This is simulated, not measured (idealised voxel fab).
process module | voxel air gaps
cross-section cut | 290 nm wide | cells 5 nm
A cross-section is a grid of square cells, given in bands from the top down. A band is one or more rows of cells.
Each band's line starts with the height of the band's top and of its bottom, in nm. Then come its materials from left to right, each with its width in nm. One material with "throughout" fills the band from edge to edge. "air" is empty space.
Height 0 is the level under which the wafer as received is all one material. The lowest band goes on downwards, as in "0 down".
A width such as "30 to 40" changes by the same amount from each row of cells to the next, from the band's top row to its bottom row.
"no change" after a step means that no cell of the cross-section changed.
closed voids: empty space of 8 cells or more with no open way to the top, each as width x height at its distance from the left edge, in nm
after a step's settings: what the simulator itself notes on the step
overlay nm, on a step with a mask: how far to the right of its planned place the mask lay; to the left if negative
plan
1 op RECEIVE | material Si
2 op CONFORMAL_DEP | material SiO2 | thk nm 15
3 op CONFORMAL_DEP | material SiN | thk nm 5
4 op DIRECTIONAL_DEP | material SiO2 | thk nm 30
5 op DIRECTIONAL_DEP | material aC | thk nm 10
6 op PATTERN | tone open | mask id LINES | material resist | width nm 15 | pitch nm 45 | thk nm 30 | overlay nm 0
7 op DIRECTIONAL_ETCH | etch materials aC | depth nm 10
8 op STRIP | etch materials resist
9 op DIRECTIONAL_ETCH | etch materials SiO2 | depth nm 30
10 op STRIP | etch materials aC
11 op CONFORMAL_DEP | material TiN | thk nm 5
12 op FILL_DEP | material Ru | thk nm 10
13 op CMP | height nm 50
14 op EPI | material Ru | thk nm 10
15 op SELECTIVE_ETCH | etch materials SiO2 | depth nm 40
16 op CONFORMAL_DEP | material SiN | thk nm 5
as received, after step 1
  0 down: Si throughout
  closed voids: none
first wafer at the end, as planned
  65 to 60: air 55 | SiN 180 | air 55
  60 to 50: air 55 | SiN 5 | Ru 35 | SiN 10 | Ru 35 | SiN 10 | Ru 35 | SiN 10 | Ru 35 | SiN 5 | air 55
  50 to 45: air 55 | SiN 15 | TiN 5 | Ru 5 | TiN 5 | SiN 30 | TiN 5 | Ru 5 | TiN 5 | SiN 30 | TiN 5 | Ru 5 | TiN 5 | SiN 30 | TiN 5 | Ru 5 | TiN 5 | SiN 15 | air 55
  45 to 25: air 65 | SiN 5 | TiN 5 | Ru 5 | TiN 5 | SiN 5 | air 20 | SiN 5 | TiN 5 | Ru 5 | TiN 5 | SiN 5 | air 20 | SiN 5 | TiN 5 | Ru 5 | TiN 5 | SiN 5 | air 20 | SiN 5 | TiN 5 | Ru 5 | TiN 5 | SiN 5 | air 65
  25 to 20: SiN 70 | TiN 15 | SiN 30 | TiN 15 | SiN 30 | TiN 15 | SiN 30 | TiN 15 | SiN 70
  20 to 15: SiN throughout
  15 to 0: SiO2 throughout
  0 down: Si throughout
  closed voids: 20 x 20 at 90; 20 x 20 at 135; 20 x 20 at 180
second wafer at the end: like start, like plan, one mistake
  65 to 60: air 55 | SiO2 180 | air 55
  60 to 50: air 55 | SiO2 5 | Ru 35 | SiO2 10 | Ru 35 | SiO2 10 | Ru 35 | SiO2 10 | Ru 35 | SiO2 5 | air 55
  50 to 45: air 55 | SiO2 15 | TiN 5 | Ru 5 | TiN 5 | SiO2 30 | TiN 5 | Ru 5 | TiN 5 | SiO2 30 | TiN 5 | Ru 5 | TiN 5 | SiO2 30 | TiN 5 | Ru 5 | TiN 5 | SiO2 15 | air 55
  45 to 25: air 65 | SiO2 5 | TiN 5 | Ru 5 | TiN 5 | SiO2 5 | air 20 | SiO2 5 | TiN 5 | Ru 5 | TiN 5 | SiO2 5 | air 20 | SiO2 5 | TiN 5 | Ru 5 | TiN 5 | SiO2 5 | air 20 | SiO2 5 | TiN 5 | Ru 5 | TiN 5 | SiO2 5 | air 65
  25 to 20: SiO2 70 | TiN 15 | SiO2 30 | TiN 15 | SiO2 30 | TiN 15 | SiO2 30 | TiN 15 | SiO2 70
  20 to 15: SiN throughout
  15 to 0: SiO2 throughout
  0 down: Si throughout
  closed voids: 20 x 20 at 90; 20 x 20 at 135; 20 x 20 at 180
what went wrong: step 16 ran as: op CONFORMAL_DEP | material SiO2 | thk nm 5
at the end the second wafer has, in cells: 154 fewer of SiN | 154 more of SiO2
